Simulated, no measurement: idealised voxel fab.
Process module in this document: voxel self aligned vias
Shown is cross-section cut, with a width of 295 nm and square cells of size 5 nm.
Each cross-section below is a grid of square cells, stated as bands in top-down order, with one or more rows of cells making up each band.
Each band's line starts with the height of the band's top and of its bottom, in nm. Then come its materials from left to right, each with its width in nm. One material with "full width" fills the band from edge to edge. "air" is empty space.
Heads up on the height convention: 0 is the point under which the incoming wafer is all one material, and the lowest band has no bottom, it just keeps going down, like "0 down".
A width such as "30->40" changes by the same amount from each row of cells to the next, from the band's top row to its bottom row.
No cell of the cross-section changed in a step that is given as "no modification".
The entry "Sealed internal voids" lists the empty spaces that cover at least 8 cells and have no open path to the top. Each is written as width x height at distance, where the distance is measured from the left edge and all three values are in nm.
Heads up: the bit after the settings on a step's line is the simulator's remark on that step.
overlay nm, on a step with a mask: how far to the right of its planned place the mask lay; to the left if negative

PLAN
1 RECEIVE: material Si
2 CONFORMAL_DEP: material SiO2, thk nm 15
3 CONFORMAL_DEP: material SiCN, thk nm 5
4 DIRECTIONAL_DEP: material SiO2, thk nm 30
5 PATTERN: tone open, mask id LINES, material resist, width nm 25, pitch nm 60, thk nm 20, overlay nm 0
6 DIRECTIONAL_ETCH: etch materials SiO2, depth nm 30
7 STRIP: etch materials resist
8 CONFORMAL_DEP: material TiN, thk nm 5
9 FILL_DEP: material W, thk nm 10
10 CMP: height nm 50
11 SELECTIVE_ETCH: etch materials W Ru TiN, depth nm 5
12 FILL_DEP: material SiN, thk nm 10
13 CMP: height nm 50
14 DIRECTIONAL_DEP: material SiO2, thk nm 15
15 DIRECTIONAL_DEP: material aC, thk nm 15
16 PATTERN: tone open, mask id VIAS, material resist, width nm 25, pitch nm 60, thk nm 30, overlay nm 0
17 DIRECTIONAL_ETCH: etch materials aC, depth nm 15
18 STRIP: etch materials resist
19 DIRECTIONAL_ETCH: etch materials SiO2, depth nm 15
20 DIRECTIONAL_ETCH: etch materials SiN, depth nm 5
21 STRIP: etch materials aC
22 CONFORMAL_DEP: material TiN, thk nm 5
23 FILL_DEP: material Cu, thk nm 10
24 CMP: height nm 65
25 CONFORMAL_DEP: material SiN, thk nm 5
Among the wafers covered here, the point of difference is the width nm at step 16; their starting state is shared, and the plan presents the value of the first wafer.

FIRST OF SEVERAL WAFERS (AS RECEIVED, POST STEP 1), CROSS-SECTIONAL VIEW
	0 down | Si full width
	Sealed internal voids: none

BELOW: A ROW PER WAFER. CONTENTS AT END OF MODULE: FOR EVERY MATERIAL, CELLS GAINED SINCE RECEIPT (+) OR LOST SINCE RECEIPT (-); THEN CLOSED VOIDS
width nm 25, +27 Cu, +59 SiCN, +59 SiN, +573 SiO2, +72 TiN, +36 W, Sealed internal voids: none
width nm 30, +33 Cu, +59 SiCN, +59 SiN, +564 SiO2, +75 TiN, +36 W, Sealed internal voids: none
width nm 35, +39 Cu, +59 SiCN, +59 SiN, +555 SiO2, +78 TiN, +36 W, Sealed internal voids: none
width nm 40, +45 Cu, +59 SiCN, +59 SiN, +546 SiO2, +81 TiN, +36 W, Sealed internal voids: none
width nm 45, +51 Cu, +59 SiCN, +59 SiN, +537 SiO2, +84 TiN, +36 W, Sealed internal voids: none
